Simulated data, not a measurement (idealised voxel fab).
The name of this process module is voxel transistor to metal.
In the cross-section labelled cut, the width is 195 nm and each square cell is 5 nm.
How to read a cross-section here: the picture is a grid of square cells, written as bands going from the top down, and any band can span one or more rows of cells. Quick guide to a band line: top height, bottom height (nm) up front; then every material left to right with its width in nm. Only one material and it's marked "throughout"? Then it fills the band edge to edge. And "blank" just means empty space. Heights are measured from 0, the level below which the as-received wafer is all one material; the lowest band has no bottom and continues downward, written as in "z 0 and below". The notation "30 to 40" denotes a width that varies across the rows of cells in the band, beginning at the first number in the top row, finishing at the second number in the bottom row, and changing by an identical amount from each row to the next. Key: "no alteration" - step with no changed cell in the cross-section. Heads up: "Enclosed internal cavities" only lists the empty pockets with no open path to the top that are 8 cells or more, and it writes them as width x height at distance, distance from the left edge, in nm. Past the settings on a step's line: simulator remark, on that step. overlay nm: for a step with a mask, the amount by which the mask lay right of where it was planned; a negative amount means left of it.
### List of planned process steps
1: RECEIVE | material Si
2: OXIDIZE | depth nm 5
3: CONFORMAL_DEP | material SiN | thk nm 15
4: MASKED_ETCH | tone cover | mask id ACTIVE | width nm 105 | etch materials SiN | depth nm 15 | overlay nm 0
5: MASKED_ETCH | tone cover | mask id ACTIVE | width nm 105 | etch materials SiO2 | depth nm 5 | overlay nm 0
6: MASKED_ETCH | tone cover | mask id ACTIVE | width nm 105 | etch materials Si | depth nm 20 | overlay nm 0
7: FILL_DEP | material SiO2 | thk nm 5
8: CMP | height nm 15
9: SELECTIVE_ETCH | etch materials SiO2 | depth nm 5
10: STRIP | etch materials SiN
11: SELECTIVE_ETCH | etch materials SiO2 | depth nm 5
12: OXIDIZE | depth nm 5
13: DIRECTIONAL_DEP | material polySi | thk nm 25
14: DIRECTIONAL_DEP | material SiCN | thk nm 10
15: DIRECTIONAL_DEP | material aC | thk nm 15
16: PATTERN | tone cover | mask id GATE | material resist | width nm 35 | thk nm 30 | overlay nm 0
17: DIRECTIONAL_ETCH | etch materials aC | depth nm 15
18: STRIP | etch materials resist
19: DIRECTIONAL_ETCH | etch materials SiCN | depth nm 20
20: DIRECTIONAL_ETCH | etch materials polySi | depth nm 35
21: STRIP | etch materials aC
22: CONFORMAL_DEP | material SiN | thk nm 5
23: DIRECTIONAL_ETCH | etch materials SiN | depth nm 5
24: DIRECTIONAL_ETCH | etch materials SiO2 | depth nm 5
25: DIRECTIONAL_ETCH | etch materials Si | depth nm 5
26: EPI | material pSi | thk nm 5
27: FILL_DEP | material SiO2 | thk nm 5
28: CMP | height nm 20
29: STRIP | etch materials polySi
30: SELECTIVE_ETCH | etch materials SiO2 | depth nm 5
31: CONFORMAL_DEP | material HfO2 | thk nm 5
32: CONFORMAL_DEP | material TiN | thk nm 5
33: FILL_DEP | material W | thk nm 5
34: CMP | height nm 15
35: DIRECTIONAL_DEP | material SiO2 | thk nm 10
36: PATTERN | tone open | mask id CONTACT | material resist | width nm 15 | pitch nm 80 | thk nm 20 | overlay nm 0
37: DIRECTIONAL_ETCH | etch materials SiO2 | depth nm 35
38: STRIP | etch materials resist
39: CONFORMAL_DEP | material TiN | thk nm 5
40: FILL_DEP | material Ru | thk nm 10
41: CMP | height nm 25
42: DIRECTIONAL_DEP | material TiN | thk nm 5
43: DIRECTIONAL_DEP | material Ru | thk nm 25
44: MASKED_ETCH | tone cover | mask id METAL_1 | width nm 15 | pitch nm 80 | etch materials Ru | depth nm 25 | overlay nm 0
45: MASKED_ETCH | tone cover | mask id METAL_1 | width nm 15 | pitch nm 80 | etch materials TiN | depth nm 5 | overlay nm 0
46: FILL_DEP | material SiO2 | thk nm 5
47: CMP | height nm 55
48: CONFORMAL_DEP | material SiN | thk nm 5
Split variable: depth nm, step 12. Plan value = first wafer. Wafers start alike.
### As received, i.e. after step 1: cross-section through the first of several wafers
* z 0 and below = Si throughout
* Enclosed internal cavities: none
### End of module: cross-section of the first of several wafers after step 48, the last step
* z 60 to 55 = SiN throughout
* z 55 to 30 = SiO2=50 | Ru=15 | SiO2=65 | Ru=15 | SiO2=50
* z 30 to 25 = SiO2=50 | TiN=15 | SiO2=65 | TiN=15 | SiO2=50
* z 25 to 15 = SiO2=50 | TiN=5 | Ru=5 | TiN=5 | SiO2=65 | TiN=5 | Ru=5 | TiN=5 | SiO2=50
* z 15 to 5 = SiO2=50 | TiN=5 | Ru=5 | TiN=5 | SiO2=10 | SiN=5 | HfO2=5 | TiN=5 | W=15 | TiN=5 | HfO2=5 | SiN=5 | SiO2=10 | TiN=5 | Ru=5 | TiN=5 | SiO2=50
* z 5 to 0 = SiO2=40 | SiN=5 | SiO2=5 | TiN=5 | Ru=5 | TiN=5 | SiO2=10 | SiN=5 | HfO2=5 | TiN=5 | W=15 | TiN=5 | HfO2=5 | SiN=5 | SiO2=10 | TiN=5 | Ru=5 | TiN=5 | SiO2=5 | SiN=5 | SiO2=40
* z 0 to -5 = SiO2=40 | SiN=5 | SiO2=5 | TiN=5 | Ru=5 | TiN=5 | SiO2=10 | SiN=5 | HfO2=5 | TiN=25 | HfO2=5 | SiN=5 | SiO2=10 | TiN=5 | Ru=5 | TiN=5 | SiO2=5 | SiN=5 | SiO2=40
* z -5 to -10 = SiO2=50 | TiN=15 | SiO2=5 | pSi=5 | HfO2=45 | pSi=5 | SiO2=5 | TiN=15 | SiO2=50
* z -10 to -15 = SiO2=45 | pSi=30 | Si=45 | pSi=30 | SiO2=45
* z -15 to -25 = SiO2=45 | Si=105 | SiO2=45
* z -25 and below = Si throughout
* Enclosed internal cavities: none
### End of module: cross-section, last of several wafers
* z 60 to 55 = SiN throughout
* z 55 to 30 = SiO2=50 | Ru=15 | SiO2=65 | Ru=15 | SiO2=50
* z 30 to 25 = SiO2=50 | TiN=15 | SiO2=65 | TiN=15 | SiO2=50
* z 25 to 15 = SiO2=50 | TiN=5 | Ru=5 | TiN=5 | SiO2=65 | TiN=5 | Ru=5 | TiN=5 | SiO2=50
* z 15 to 5 = SiO2=50 | TiN=5 | Ru=5 | TiN=5 | SiO2=10 | SiN=5 | HfO2=5 | TiN=5 | W=15 | TiN=5 | HfO2=5 | SiN=5 | SiO2=10 | TiN=5 | Ru=5 | TiN=5 | SiO2=50
* z 5 to 0 = SiO2=40 | SiN=5 | SiO2=5 | TiN=5 | Ru=5 | TiN=5 | SiO2=10 | SiN=5 | HfO2=5 | TiN=5 | W=15 | TiN=5 | HfO2=5 | SiN=5 | SiO2=10 | TiN=5 | Ru=5 | TiN=5 | SiO2=5 | SiN=5 | SiO2=40
* z 0 to -5 = SiO2=40 | SiN=5 | SiO2=5 | TiN=5 | Ru=5 | TiN=5 | SiO2=10 | SiN=5 | HfO2=5 | TiN=25 | HfO2=5 | SiN=5 | SiO2=10 | TiN=5 | Ru=5 | TiN=5 | SiO2=5 | SiN=5 | SiO2=40
* z -5 to -10 = SiO2=50 | TiN=15 | SiO2=10 | HfO2=45 | SiO2=10 | TiN=15 | SiO2=50
* z -10 to -25 = SiO2 throughout
* z -25 and below = Si throughout
* Enclosed internal cavities: none
### Take any row and you have a wafer at the end of the module: how many cells of each material it has gained (+) or lost (-) since it was received, and then its closed voids
depth nm 5, +17 HfO2, +42 Ru, -144 Si, +51 SiN, +432 SiO2, +47 TiN, +9 W, +14 pSi, Enclosed internal cavities: none
depth nm 10, +17 HfO2, +42 Ru, -153 Si, +51 SiN, +455 SiO2, +47 TiN, +9 W, Enclosed internal cavities: none
depth nm 15, +17 HfO2, +42 Ru, -174 Si, +51 SiN, +476 SiO2, +47 TiN, +9 W, Enclosed internal cavities: none
depth nm 20, +17 HfO2, +42 Ru, -195 Si, +51 SiN, +497 SiO2, +47 TiN, +9 W, Enclosed internal cavities: none
